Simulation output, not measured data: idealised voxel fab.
The following process module bears the name voxel transistor to metal.
Xsec cut, 260 nm wide, square cell size 5 nm.
When this document writes out a cross-section, it uses a grid of square cells and lists it as bands, beginning at the top and moving down, with a band standing for one or more rows of cells. Basically the band line says how high the top is and how high the bottom is, in nm, and then what's in it from left to right, every material with its width in nm. Empty space shows up as "blank", and if a single material carries "everywhere" it runs the full band edge to edge. Ref level 0: as-received wafer is one material below here. Bottom band extends down with no lower bound ("0 -> down"). Top row gets the first number, bottom row gets the second, and each row in between changes by the same step: that is how a band width like "30->40" works. "nothing altered" after a step means that no cell of the cross-section changed. Closed-off voids of 8+ cells (no open route to the top) go in "Trapped void list", written width x height at distance from the left edge, in nm. Formally, on a step line, whatever follows the settings is a remark that the simulator itself makes on the step. overlay nm: how far to the right of its planned place the mask lay on this masked step (negative: to the left). Every pair from here on: before one process step, after it. The after cross-section reaches only to the lowest band that changed. Below the pair: the step in between and its settings. Pairs can belong to different runs of this module on the same starting wafer; a pair carries on from the pair above only if the entry headed "Before processing" says so.
Before processing
- 0 -> down = Si everywhere
- Trapped void list: none
Post-Process View
- 5 -> 0 = SiO2 everywhere
- Lower than 0, everything is as it was.
- Trapped void list: none
Which step turns the before cross-section above into the after cross-section? CONFORMAL_DEP with material SiO2, thk nm 5
Before processing: The initial state for this step is given by the after cross-section of the immediately preceding pair.
Post-Process View
- 15 -> 5 = SiN everywhere
- Lower than 5, everything is as it was.
- Trapped void list: none
Which step turns the before cross-section above into the after cross-section? CONFORMAL_DEP with material SiN, thk nm 10
Before processing: The initial state for this step is given by the after cross-section of the immediately preceding pair.
Post-Process View
- 25 -> 15 = aC everywhere
- Lower than 15, everything is as it was.
- Trapped void list: none
Which step turns the before cross-section above into the after cross-section? DIRECTIONAL_DEP with material aC, thk nm 10
Before processing: The initial state for this step is given by the after cross-section of the immediately preceding pair.
Post-Process View
- 55 -> 25 = blank (15)  resist (100)  blank (30)  resist (100)  blank (15)
- Lower than 25, everything is as it was.
- Trapped void list: none
Which step turns the before cross-section above into the after cross-section? PATTERN with tone cover, mask id ACTIVE, material resist, width nm 100, pitch nm 130, thk nm 30, overlay nm 0
Before processing: The initial state for this step is given by the after cross-section of the immediately preceding pair.
Post-Process View
- 45 -> 25 = blank (15)  resist (100)  blank (30)  resist (100)  blank (15)
- 25 -> 15 = blank (15)  aC (100)  blank (30)  aC (100)  blank (15)
- Lower than 15, everything is as it was.
- Trapped void list: none
Which step turns the before cross-section above into the after cross-section? DIRECTIONAL_ETCH with etch materials aC, depth nm 10
Before processing: The initial state for this step is given by the after cross-section of the immediately preceding pair.
Post-Process View
- 25 -> 15 = blank (15)  aC (100)  blank (30)  aC (100)  blank (15)
- Lower than 15, everything is as it was.
- Trapped void list: none
Which step turns the before cross-section above into the after cross-section? STRIP with etch materials resist
Before processing: The initial state for this step is given by the after cross-section of the immediately preceding pair.
Post-Process View
- 25 -> 15 = blank (15)  aC (100)  blank (30)  aC (100)  blank (15)
- 15 -> 5 = blank (15)  SiN (100)  blank (30)  SiN (100)  blank (15)
- Lower than 5, everything is as it was.
- Trapped void list: none
Which step turns the before cross-section above into the after cross-section? DIRECTIONAL_ETCH with etch materials SiN, depth nm 10
Before processing: The initial state for this step is given by the after cross-section of the immediately preceding pair.
Post-Process View
- 25 -> 15 = blank (15)  aC (100)  blank (30)  aC (100)  blank (15)
- 15 -> 5 = blank (15)  SiN (100)  blank (30)  SiN (100)  blank (15)
- 5 -> 0 = blank (15)  SiO2 (100)  blank (30)  SiO2 (100)  blank (15)
- Lower than 0, everything is as it was.
- Trapped void list: none
Which step turns the before cross-section above into the after cross-section? DIRECTIONAL_ETCH with etch materials SiO2, depth nm 5
Before processing: The initial state for this step is given by the after cross-section of the immediately preceding pair.
Post-Process View
- 25 -> 15 = blank (15)  aC (100)  blank (30)  aC (100)  blank (15)
- 15 -> 5 = blank (15)  SiN (100)  blank (30)  SiN (100)  blank (15)
- 5 -> 0 = blank (15)  SiO2 (100)  blank (30)  SiO2 (100)  blank (15)
- 0 -> -25 = blank (15)  Si (100)  blank (30)  Si (100)  blank (15)
- Lower than -25, everything is as it was.
- Trapped void list: none
Which step turns the before cross-section above into the after cross-section? DIRECTIONAL_ETCH with etch materials Si, depth nm 25
Before processing: The initial state for this step is given by the after cross-section of the immediately preceding pair.
Post-Process View
- 15 -> 5 = blank (15)  SiN (100)  blank (30)  SiN (100)  blank (15)
- Lower than 5, everything is as it was.
- Trapped void list: none
Which step turns the before cross-section above into the after cross-section? STRIP with etch materials aC
Before processing: The initial state for this step is given by the after cross-section of the immediately preceding pair.
Post-Process View
- 15 -> 5 = blank (15)  SiN (100)  blank (30)  SiN (100)  blank (15)
- 5 -> 0 = blank (15)  SiO2 (100)  blank (30)  SiO2 (100)  blank (15)
- 0 -> -25 = blank (15)  SiO2 (5)  Si (90)  SiO2 (5)  blank (30)  SiO2 (5)  Si (90)  SiO2 (5)  blank (15)
- -25 -> -30 = SiO2 (20)  Si (90)  SiO2 (40)  Si (90)  SiO2 (20)
- Lower than -30, everything is as it was.
- Trapped void list: none
Which step turns the before cross-section above into the after cross-section? OXIDIZE with depth nm 5
Before processing: The initial state for this step is given by the after cross-section of the immediately preceding pair.
Post-Process View
- 20 -> 15 = SiO2 everywhere
- 15 -> 5 = SiO2 (15)  SiN (100)  SiO2 (30)  SiN (100)  SiO2 (15)
- 5 -> 0 = SiO2 everywhere
- 0 -> -30 = SiO2 (20)  Si (90)  SiO2 (40)  Si (90)  SiO2 (20)
- Lower than -30, everything is as it was.
- Trapped void list: none
Which step turns the before cross-section above into the after cross-section? FILL_DEP with material SiO2, thk nm 5
Before processing: The initial state for this step is given by the after cross-section of the immediately preceding pair.
Post-Process View
- 15 -> 5 = SiO2 (15)  SiN (100)  SiO2 (30)  SiN (100)  SiO2 (15)
- Lower than 5, everything is as it was.
- Trapped void list: none
Which step turns the before cross-section above into the after cross-section? CMP with height nm 15
Before processing: The initial state for this step is given by the after cross-section of the immediately preceding pair.
Post-Process View
- 15 -> 5 = blank (15)  SiN (100)  blank (30)  SiN (100)  blank (15)
- Lower than 5, everything is as it was.
- Trapped void list: none
Which step turns the before cross-section above into the after cross-section? SELECTIVE_ETCH with etch materials SiO2, depth nm 10
Before processing: The initial state for this step is given by the after cross-section of the immediately preceding pair.
Post-Process View
- 5 -> 0 = SiO2 everywhere
- Lower than 0, everything is as it was.
- Trapped void list: none
Which step turns the before cross-section above into the after cross-section? STRIP with etch materials SiN
Before processing: The initial state for this step is given by the after cross-section of the immediately preceding pair.
Post-Process View
- 0 -> -30 = SiO2 (20)  Si (90)  SiO2 (40)  Si (90)  SiO2 (20)
- Lower than -30, everything is as it was.
- Trapped void list: none
Which step turns the before cross-section above into the after cross-section? SELECTIVE_ETCH with etch materials SiO2, depth nm 5
Before processing: The initial state for this step is given by the after cross-section of the immediately preceding pair.
Post-Process View
- 0 -> -5 = SiO2 everywhere
- Lower than -5, everything is as it was.
- Trapped void list: none
Which step turns the before cross-section above into the after cross-section? OXIDIZE with depth nm 5
Before processing: The initial state for this step is given by the after cross-section of the immediately preceding pair.
Post-Process View
- 30 -> 0 = polySi everywhere
- Lower than 0, everything is as it was.
- Trapped void list: none
Which step turns the before cross-section above into the after cross-section? DIRECTIONAL_DEP with material polySi, thk nm 30
Before processing: The initial state for this step is given by the after cross-section of the immediately preceding pair.
Post-Process View
- 45 -> 30 = SiCN everywhere
- Lower than 30, everything is as it was.
- Trapped void list: none
Which step turns the before cross-section above into the after cross-section? DIRECTIONAL_DEP with material SiCN, thk nm 15
Before processing: The initial state for this step is given by the after cross-section of the immediately preceding pair.
Post-Process View
- 60 -> 45 = blank (55)  resist (20)  blank (110)  resist (20)  blank (55)
- Lower than 45, everything is as it was.
- Trapped void list: none
Which step turns the before cross-section above into the after cross-section? PATTERN with tone cover, mask id GATE, material resist, width nm 20, pitch nm 130, thk nm 15, overlay nm 0
Before processing: The initial state for this step is given by the after cross-section of the immediately preceding pair.
Post-Process View
- 60 -> 45 = blank (55)  resist (20)  blank (110)  resist (20)  blank (55)
- 45 -> 30 = blank (55)  SiCN (20)  blank (110)  SiCN (20)  blank (55)
- Lower than 30, everything is as it was.
- Trapped void list: none
Which step turns the before cross-section above into the after cross-section? DIRECTIONAL_ETCH with etch materials SiCN, depth nm 25
Before processing: The initial state for this step is given by the after cross-section of the immediately preceding pair.
Post-Process View
- 60 -> 45 = blank (55)  resist (20)  blank (110)  resist (20)  blank (55)
- 45 -> 30 = blank (55)  SiCN (20)  blank (110)  SiCN (20)  blank (55)
- 30 -> 0 = blank (55)  polySi (20)  blank (110)  polySi (20)  blank (55)
- Lower than 0, everything is as it was.
- Trapped void list: none
Which step turns the before cross-section above into the after cross-section? DIRECTIONAL_ETCH with etch materials polySi, depth nm 40
Before processing: The initial state for this step is given by the after cross-section of the immediately preceding pair.
Post-Process View
- 45 -> 30 = blank (55)  SiCN (20)  blank (110)  SiCN (20)  blank (55)
- Lower than 30, everything is as it was.
- Trapped void list: none
Which step turns the before cross-section above into the after cross-section? STRIP with etch materials resist
Before processing: The initial state for this step is given by the after cross-section of the immediately preceding pair.
Post-Process View
- 50 -> 45 = blank (50)  SiO2 (30)  blank (100)  SiO2 (30)  blank (50)
- 45 -> 30 = blank (50)  SiO2 (5)  SiCN (20)  SiO2 (5)  blank (100)  SiO2 (5)  SiCN (20)  SiO2 (5)  blank (50)
- 30 -> 5 = blank (50)  SiO2 (5)  polySi (20)  SiO2 (5)  blank (100)  SiO2 (5)  polySi (20)  SiO2 (5)  blank (50)
- 5 -> 0 = SiO2 (55)  polySi (20)  SiO2 (110)  polySi (20)  SiO2 (55)
- Lower than 0, everything is as it was.
- Trapped void list: none
Which step turns the before cross-section above into the after cross-section? CONFORMAL_DEP with material SiO2, thk nm 5
Before processing: The initial state for this step is given by the after cross-section of the immediately preceding pair.
Post-Process View
- 45 -> 30 = blank (50)  SiO2 (5)  SiCN (20)  SiO2 (5)  blank (100)  SiO2 (5)  SiCN (20)  SiO2 (5)  blank (50)
- 30 -> 0 = blank (50)  SiO2 (5)  polySi (20)  SiO2 (5)  blank (100)  SiO2 (5)  polySi (20)  SiO2 (5)  blank (50)
- Lower than 0, everything is as it was.
- Trapped void list: none
Which step turns the before cross-section above into the after cross-section? DIRECTIONAL_ETCH with etch materials SiO2, depth nm 5
Before processing: The initial state for this step is given by the after cross-section of the immediately preceding pair.
Post-Process View
- 55 -> 45 = blank (40)  SiN (50)  blank (80)  SiN (50)  blank (40)
- 45 -> 30 = blank (40)  SiN (10)  SiO2 (5)  SiCN (20)  SiO2 (5)  SiN (10)  blank (80)  SiN (10)  SiO2 (5)  SiCN (20)  SiO2 (5)  SiN (10)  blank (40)
- 30 -> 10 = blank (40)  SiN (10)  SiO2 (5)  polySi (20)  SiO2 (5)  SiN (10)  blank (80)  SiN (10)  SiO2 (5)  polySi (20)  SiO2 (5)  SiN (10)  blank (40)
- 10 -> 0 = SiN (50)  SiO2 (5)  polySi (20)  SiO2 (5)  SiN (100)  SiO2 (5)  polySi (20)  SiO2 (5)  SiN (50)
- Lower than 0, everything is as it was.
- Trapped void list: none
Which step turns the before cross-section above into the after cross-section? CONFORMAL_DEP with material SiN, thk nm 10
Before processing: The initial state for this step is given by the after cross-section of the immediately preceding pair.
Post-Process View
- 45 -> 30 = blank (40)  SiN (10)  SiO2 (5)  SiCN (20)  SiO2 (5)  SiN (10)  blank (80)  SiN (10)  SiO2 (5)  SiCN (20)  SiO2 (5)  SiN (10)  blank (40)
- 30 -> 0 = blank (40)  SiN (10)  SiO2 (5)  polySi (20)  SiO2 (5)  SiN (10)  blank (80)  SiN (10)  SiO2 (5)  polySi (20)  SiO2 (5)  SiN (10)  blank (40)
- Lower than 0, everything is as it was.
- Trapped void list: none
Which step turns the before cross-section above into the after cross-section? DIRECTIONAL_ETCH with etch materials SiN, depth nm 10
Before processing: The initial state for this step is given by the after cross-section of the immediately preceding pair.
Post-Process View
- 45 -> 40 = blank (40)  SiN (10)  blank (5)  SiCN (20)  blank (5)  SiN (10)  blank (80)  SiN (10)  blank (5)  SiCN (20)  blank (5)  SiN (10)  blank (40)
- 40 -> 30 = blank (40)  SiN (10)  SiO2 (5)  SiCN (20)  SiO2 (5)  SiN (10)  blank (80)  SiN (10)  SiO2 (5)  SiCN (20)  SiO2 (5)  SiN (10)  blank (40)
- 30 -> 0 = blank (40)  SiN (10)  SiO2 (5)  polySi (20)  SiO2 (5)  SiN (10)  blank (80)  SiN (10)  SiO2 (5)  polySi (20)  SiO2 (5)  SiN (10)  blank (40)
- 0 -> -5 = blank (40)  SiO2 (50)  blank (80)  SiO2 (50)  blank (40)
- Lower than -5, everything is as it was.
- Trapped void list: none
Which step turns the before cross-section above into the after cross-section? DIRECTIONAL_ETCH with etch materials SiO2, depth nm 5
Before processing: The initial state for this step is given by the after cross-section of the immediately preceding pair.
Post-Process View
- 45 -> 40 = blank (40)  SiN (10)  blank (5)  SiCN (20)  blank (5)  SiN (10)  blank (80)  SiN (10)  blank (5)  SiCN (20)  blank (5)  SiN (10)  blank (40)
- 40 -> 30 = blank (40)  SiN (10)  SiO2 (5)  SiCN (20)  SiO2 (5)  SiN (10)  blank (80)  SiN (10)  SiO2 (5)  SiCN (20)  SiO2 (5)  SiN (10)  blank (40)
- 30 -> 0 = blank (40)  SiN (10)  SiO2 (5)  polySi (20)  SiO2 (5)  SiN (10)  blank (80)  SiN (10)  SiO2 (5)  polySi (20)  SiO2 (5)  SiN (10)  blank (40)
- 0 -> -5 = blank (40)  SiO2 (50)  blank (80)  SiO2 (50)  blank (40)
- -5 -> -20 = SiO2 (20)  blank (20)  Si (50)  blank (20)  SiO2 (40)  blank (20)  Si (50)  blank (20)  SiO2 (20)
- Lower than -20, everything is as it was.
- Trapped void list: none
Which step turns the before cross-section above into the after cross-section? DIRECTIONAL_ETCH with etch materials Si, depth nm 15
Before processing: The initial state for this step is given by the after cross-section of the immediately preceding pair.
Post-Process View
- 45 -> 40 = blank (40)  SiN (10)  blank (5)  SiCN (20)  blank (5)  SiN (10)  blank (80)  SiN (10)  blank (5)  SiCN (20)  blank (5)  SiN (10)  blank (40)
- 40 -> 30 = blank (40)  SiN (10)  SiO2 (5)  SiCN (20)  SiO2 (5)  SiN (10)  blank (80)  SiN (10)  SiO2 (5)  SiCN (20)  SiO2 (5)  SiN (10)  blank (40)
- 30 -> 15 = blank (40)  SiN (10)  SiO2 (5)  polySi (20)  SiO2 (5)  SiN (10)  blank (80)  SiN (10)  SiO2 (5)  polySi (20)  SiO2 (5)  SiN (10)  blank (40)
- 15 -> 0 = blank (20)  pSi (20)  SiN (10)  SiO2 (5)  polySi (20)  SiO2 (5)  SiN (10)  pSi (20)  blank (40)  pSi (20)  SiN (10)  SiO2 (5)  polySi (20)  SiO2 (5)  SiN (10)  pSi (20)  blank (20)
- 0 -> -5 = blank (15)  pSi (25)  SiO2 (50)  pSi (25)  blank (30)  pSi (25)  SiO2 (50)  pSi (25)  blank (15)
- -5 -> -20 = SiO2 (20)  pSi (20)  Si (50)  pSi (20)  SiO2 (40)  pSi (20)  Si (50)  pSi (20)  SiO2 (20)
- Lower than -20, everything is as it was.
- Trapped void list: none
Which step turns the before cross-section above into the after cross-section? EPI with material pSi, thk nm 20
Before processing: The initial state for this step is given by the after cross-section of the immediately preceding pair.
Post-Process View
- 55 -> 45 = SiO2 everywhere
- 45 -> 30 = SiO2 (40)  SiN (10)  SiO2 (5)  SiCN (20)  SiO2 (5)  SiN (10)  SiO2 (80)  SiN (10)  SiO2 (5)  SiCN (20)  SiO2 (5)  SiN (10)  SiO2 (40)
- 30 -> 15 = SiO2 (40)  SiN (10)  SiO2 (5)  polySi (20)  SiO2 (5)  SiN (10)  SiO2 (80)  SiN (10)  SiO2 (5)  polySi (20)  SiO2 (5)  SiN (10)  SiO2 (40)
- 15 -> 0 = SiO2 (20)  pSi (20)  SiN (10)  SiO2 (5)  polySi (20)  SiO2 (5)  SiN (10)  pSi (20)  SiO2 (40)  pSi (20)  SiN (10)  SiO2 (5)  polySi (20)  SiO2 (5)  SiN (10)  pSi (20)  SiO2 (20)
- 0 -> -5 = SiO2 (15)  pSi (25)  SiO2 (50)  pSi (25)  SiO2 (30)  pSi (25)  SiO2 (50)  pSi (25)  SiO2 (15)
- Lower than -5, everything is as it was.
- Trapped void list: none
Which step turns the before cross-section above into the after cross-section? FILL_DEP with material SiO2, thk nm 10
Before processing: The initial state for this step is given by the after cross-section of the immediately preceding pair.
Post-Process View
- 45 -> 30 = SiO2 (40)  SiN (10)  SiO2 (5)  SiCN (20)  SiO2 (5)  SiN (10)  SiO2 (80)  SiN (10)  SiO2 (5)  SiCN (20)  SiO2 (5)  SiN (10)  SiO2 (40)
- Lower than 30, everything is as it was.
- Trapped void list: none
Which step turns the before cross-section above into the after cross-section? CMP with height nm 45
Before processing: The initial state for this step is given by the after cross-section of the immediately preceding pair.
Post-Process View
- 55 -> 45 = SiO2 everywhere
- Lower than 45, everything is as it was.
- Trapped void list: none
Which step turns the before cross-section above into the after cross-section? DIRECTIONAL_DEP with material SiO2, thk nm 10
Before processing: The initial state for this step is given by the after cross-section of the immediately preceding pair.
Post-Process View
- 70 -> 55 = resist (25)  blank (15)  resist (50)  blank (15)  resist (50)  blank (15)  resist (50)  blank (15)  resist (25)
- Lower than 55, everything is as it was.
- Trapped void list: none
Which step turns the before cross-section above into the after cross-section? PATTERN with tone open, mask id CONTACT, material resist, width nm 15, pitch nm 65, thk nm 15, overlay nm 0
Before processing: The initial state for this step is given by the after cross-section of the immediately preceding pair.
Post-Process View
- 70 -> 55 = resist (25)  blank (15)  resist (50)  blank (15)  resist (50)  blank (15)  resist (50)  blank (15)  resist (25)
- 55 -> 45 = SiO2 (25)  blank (15)  SiO2 (50)  blank (15)  SiO2 (50)  blank (15)  SiO2 (50)  blank (15)  SiO2 (25)
- 45 -> 30 = SiO2 (25)  blank (15)  SiN (10)  SiO2 (5)  SiCN (20)  SiO2 (5)  SiN (10)  blank (15)  SiO2 (50)  blank (15)  SiN (10)  SiO2 (5)  SiCN (20)  SiO2 (5)  SiN (10)  blank (15)  SiO2 (25)
- 30 -> 15 = SiO2 (25)  blank (15)  SiN (10)  SiO2 (5)  polySi (20)  SiO2 (5)  SiN (10)  blank (15)  SiO2 (50)  blank (15)  SiN (10)  SiO2 (5)  polySi (20)  SiO2 (5)  SiN (10)  blank (15)  SiO2 (25)
- Lower than 15, everything is as it was.
- Trapped void list: none
Which step turns the before cross-section above into the after cross-section? DIRECTIONAL_ETCH with etch materials SiO2, depth nm 40
Before processing: The initial state for this step is given by the after cross-section of the immediately preceding pair.
Post-Process View
- 55 -> 45 = SiO2 (25)  blank (15)  SiO2 (50)  blank (15)  SiO2 (50)  blank (15)  SiO2 (50)  blank (15)  SiO2 (25)
- Lower than 45, everything is as it was.
- Trapped void list: none
Which step turns the before cross-section above into the after cross-section? STRIP with etch materials resist
Before processing: The initial state for this step is given by the after cross-section of the immediately preceding pair.
Post-Process View
- 60 -> 55 = TiN (30)  blank (5)  TiN (60)  blank (5)  TiN (60)  blank (5)  TiN (60)  blank (5)  TiN (30)
- 55 -> 45 = SiO2 (25)  TiN (5)  blank (5)  TiN (5)  SiO2 (50)  TiN (5)  blank (5)  TiN (5)  SiO2 (50)  TiN (5)  blank (5)  TiN (5)  SiO2 (50)  TiN (5)  blank (5)  TiN (5)  SiO2 (25)
- 45 -> 30 = SiO2 (25)  TiN (5)  blank (5)  TiN (5)  SiN (10)  SiO2 (5)  SiCN (20)  SiO2 (5)  SiN (10)  TiN (5)  blank (5)  TiN (5)  SiO2 (50)  TiN (5)  blank (5)  TiN (5)  SiN (10)  SiO2 (5)  SiCN (20)  SiO2 (5)  SiN (10)  TiN (5)  blank (5)  TiN (5)  SiO2 (25)
- 30 -> 20 = SiO2 (25)  TiN (5)  blank (5)  TiN (5)  SiN (10)  SiO2 (5)  polySi (20)  SiO2 (5)  SiN (10)  TiN (5)  blank (5)  TiN (5)  SiO2 (50)  TiN (5)  blank (5)  TiN (5)  SiN (10)  SiO2 (5)  polySi (20)  SiO2 (5)  SiN (10)  TiN (5)  blank (5)  TiN (5)  SiO2 (25)
- 20 -> 15 = SiO2 (25)  TiN (15)  SiN (10)  SiO2 (5)  polySi (20)  SiO2 (5)  SiN (10)  TiN (15)  SiO2 (50)  TiN (15)  SiN (10)  SiO2 (5)  polySi (20)  SiO2 (5)  SiN (10)  TiN (15)  SiO2 (25)
- Lower than 15, everything is as it was.
- Trapped void list: none
Which step turns the before cross-section above into the after cross-section? CONFORMAL_DEP with material TiN, thk nm 5
Before processing: The initial state for this step is given by the after cross-section of the immediately preceding pair.
Post-Process View
- 65 -> 60 = Ru everywhere
- 60 -> 55 = TiN (30)  Ru (5)  TiN (60)  Ru (5)  TiN (60)  Ru (5)  TiN (60)  Ru (5)  TiN (30)
- 55 -> 45 = SiO2 (25)  TiN (5)  Ru (5)  TiN (5)  SiO2 (50)  TiN (5)  Ru (5)  TiN (5)  SiO2 (50)  TiN (5)  Ru (5)  TiN (5)  SiO2 (50)  TiN (5)  Ru (5)  TiN (5)  SiO2 (25)
- 45 -> 30 = SiO2 (25)  TiN (5)  Ru (5)  TiN (5)  SiN (10)  SiO2 (5)  SiCN (20)  SiO2 (5)  SiN (10)  TiN (5)  Ru (5)  TiN (5)  SiO2 (50)  TiN (5)  Ru (5)  TiN (5)  SiN (10)  SiO2 (5)  SiCN (20)  SiO2 (5)  SiN (10)  TiN (5)  Ru (5)  TiN (5)  SiO2 (25)
- 30 -> 20 = SiO2 (25)  TiN (5)  Ru (5)  TiN (5)  SiN (10)  SiO2 (5)  polySi (20)  SiO2 (5)  SiN (10)  TiN (5)  Ru (5)  TiN (5)  SiO2 (50)  TiN (5)  Ru (5)  TiN (5)  SiN (10)  SiO2 (5)  polySi (20)  SiO2 (5)  SiN (10)  TiN (5)  Ru (5)  TiN (5)  SiO2 (25)
- Lower than 20, everything is as it was.
- Trapped void list: none
Which step turns the before cross-section above into the after cross-section? FILL_DEP with material Ru, thk nm 5
Before processing: The initial state for this step is given by the after cross-section of the immediately preceding pair.
Post-Process View
- 55 -> 45 = SiO2 (25)  TiN (5)  Ru (5)  TiN (5)  SiO2 (50)  TiN (5)  Ru (5)  TiN (5)  SiO2 (50)  TiN (5)  Ru (5)  TiN (5)  SiO2 (50)  TiN (5)  Ru (5)  TiN (5)  SiO2 (25)
- Lower than 45, everything is as it was.
- Trapped void list: none
Which step turns the before cross-section above into the after cross-section? CMP with height nm 55
Before processing: The initial state for this step is given by the after cross-section of the immediately preceding pair.
Post-Process View
- 60 -> 55 = SiCN everywhere
- Lower than 55, everything is as it was.
- Trapped void list: none
Which step turns the before cross-section above into the after cross-section? CONFORMAL_DEP with material SiCN, thk nm 5
Before processing: The initial state for this step is given by the after cross-section of the immediately preceding pair.
Post-Process View
- 75 -> 60 = lowk everywhere
- Lower than 60, everything is as it was.
- Trapped void list: none
Which step turns the before cross-section above into the after cross-section? DIRECTIONAL_DEP with material lowk, thk nm 15
Before processing: The initial state for this step is given by the after cross-section of the immediately preceding pair.
Post-Process View
- 90 -> 75 = aC everywhere
- Lower than 75, everything is as it was.
- Trapped void list: none
Which step turns the before cross-section above into the after cross-section? DIRECTIONAL_DEP with material aC, thk nm 15
Before processing: The initial state for this step is given by the after cross-section of the immediately preceding pair.
Post-Process View
- 120 -> 90 = resist (25)  blank (15)  resist (50)  blank (15)  resist (50)  blank (15)  resist (50)  blank (15)  resist (25)
- Lower than 90, everything is as it was.
- Trapped void list: none
Which step turns the before cross-section above into the after cross-section? PATTERN with tone open, mask id METAL_1, material resist, width nm 15, pitch nm 65, thk nm 30, overlay nm 0
Before processing: The initial state for this step is given by the after cross-section of the immediately preceding pair.
Post-Process View
- 105 -> 90 = resist (25)  blank (15)  resist (50)  blank (15)  resist (50)  blank (15)  resist (50)  blank (15)  resist (25)
- 90 -> 75 = aC (25)  blank (15)  aC (50)  blank (15)  aC (50)  blank (15)  aC (50)  blank (15)  aC (25)
- Lower than 75, everything is as it was.
- Trapped void list: none
Which step turns the before cross-section above into the after cross-section? DIRECTIONAL_ETCH with etch materials aC, depth nm 15
Before processing: The initial state for this step is given by the after cross-section of the immediately preceding pair.
Post-Process View
- 90 -> 75 = aC (25)  blank (15)  aC (50)  blank (15)  aC (50)  blank (15)  aC (50)  blank (15)  aC (25)
- Lower than 75, everything is as it was.
- Trapped void list: none
Which step turns the before cross-section above into the after cross-section? STRIP with etch materials resist
Before processing: The initial state for this step is given by the after cross-section of the immediately preceding pair.
Post-Process View
- 90 -> 75 = aC (25)  blank (15)  aC (50)  blank (15)  aC (50)  blank (15)  aC (50)  blank (15)  aC (25)
- 75 -> 60 = lowk (25)  blank (15)  lowk (50)  blank (15)  lowk (50)  blank (15)  lowk (50)  blank (15)  lowk (25)
- Lower than 60, everything is as it was.
- Trapped void list: none
Which step turns the before cross-section above into the after cross-section? DIRECTIONAL_ETCH with etch materials lowk, depth nm 15
Before processing: The initial state for this step is given by the after cross-section of the immediately preceding pair.
Post-Process View
- 90 -> 75 = aC (25)  blank (15)  aC (50)  blank (15)  aC (50)  blank (15)  aC (50)  blank (15)  aC (25)
- 75 -> 60 = lowk (25)  blank (15)  lowk (50)  blank (15)  lowk (50)  blank (15)  lowk (50)  blank (15)  lowk (25)
- 60 -> 55 = SiCN (25)  blank (15)  SiCN (50)  blank (15)  SiCN (50)  blank (15)  SiCN (50)  blank (15)  SiCN (25)
- Lower than 55, everything is as it was.
- Trapped void list: none
Which step turns the before cross-section above into the after cross-section? DIRECTIONAL_ETCH with etch materials SiCN, depth nm 5
Before processing: The initial state for this step is given by the after cross-section of the immediately preceding pair.
Post-Process View
- 75 -> 60 = lowk (25)  blank (15)  lowk (50)  blank (15)  lowk (50)  blank (15)  lowk (50)  blank (15)  lowk (25)
- Lower than 60, everything is as it was.
- Trapped void list: none
Which step turns the before cross-section above into the after cross-section? STRIP with etch materials aC
Before processing: The initial state for this step is given by the after cross-section of the immediately preceding pair.
Post-Process View
- 80 -> 75 = TiN (30)  blank (5)  TiN (60)  blank (5)  TiN (60)  blank (5)  TiN (60)  blank (5)  TiN (30)
- 75 -> 60 = lowk (25)  TiN (5)  blank (5)  TiN (5)  lowk (50)  TiN (5)  blank (5)  TiN (5)  lowk (50)  TiN (5)  blank (5)  TiN (5)  lowk (50)  TiN (5)  blank (5)  TiN (5)  lowk (25)
- 60 -> 55 = SiCN (25)  TiN (15)  SiCN (50)  TiN (15)  SiCN (50)  TiN (15)  SiCN (50)  TiN (15)  SiCN (25)
- Lower than 55, everything is as it was.
- Trapped void list: none
Which step turns the before cross-section above into the after cross-section? CONFORMAL_DEP with material TiN, thk nm 5
Before processing: The initial state for this step is given by the after cross-section of the immediately preceding pair.
Post-Process View
- 90 -> 80 = W everywhere
- 80 -> 75 = TiN (30)  W (5)  TiN (60)  W (5)  TiN (60)  W (5)  TiN (60)  W (5)  TiN (30)
- 75 -> 60 = lowk (25)  TiN (5)  W (5)  TiN (5)  lowk (50)  TiN (5)  W (5)  TiN (5)  lowk (50)  TiN (5)  W (5)  TiN (5)  lowk (50)  TiN (5)  W (5)  TiN (5)  lowk (25)
- Lower than 60, everything is as it was.
- Trapped void list: none
Which step turns the before cross-section above into the after cross-section? FILL_DEP with material W, thk nm 10
Before processing: The initial state for this step is given by the after cross-section of the immediately preceding pair.
Post-Process View
- 75 -> 60 = lowk (25)  TiN (5)  W (5)  TiN (5)  lowk (50)  TiN (5)  W (5)  TiN (5)  lowk (50)  TiN (5)  W (5)  TiN (5)  lowk (50)  TiN (5)  W (5)  TiN (5)  lowk (25)
- Lower than 60, everything is as it was.
- Trapped void list: none
Which step turns the before cross-section above into the after cross-section? CMP with height nm 75
Before processing: The initial state for this step is given by the after cross-section of the immediately preceding pair.
Post-Process View
- 80 -> 75 = blank (20)  Ru (25)  blank (40)  Ru (25)  blank (40)  Ru (25)  blank (40)  Ru (25)  blank (20)
- Lower than 75, everything is as it was.
- Trapped void list: none
Which step turns the before cross-section above into the after cross-section? EPI with material Ru, thk nm 5
Before processing: The initial state for this step is given by the after cross-section of the immediately preceding pair.
Post-Process View
- 85 -> 80 = SiCN everywhere
- 80 -> 75 = SiCN (20)  Ru (25)  SiCN (40)  Ru (25)  SiCN (40)  Ru (25)  SiCN (40)  Ru (25)  SiCN (20)
- Lower than 75, everything is as it was.
- Trapped void list: none
Which step turns the before cross-section above into the after cross-section? FILL_DEP with material SiCN, thk nm 5
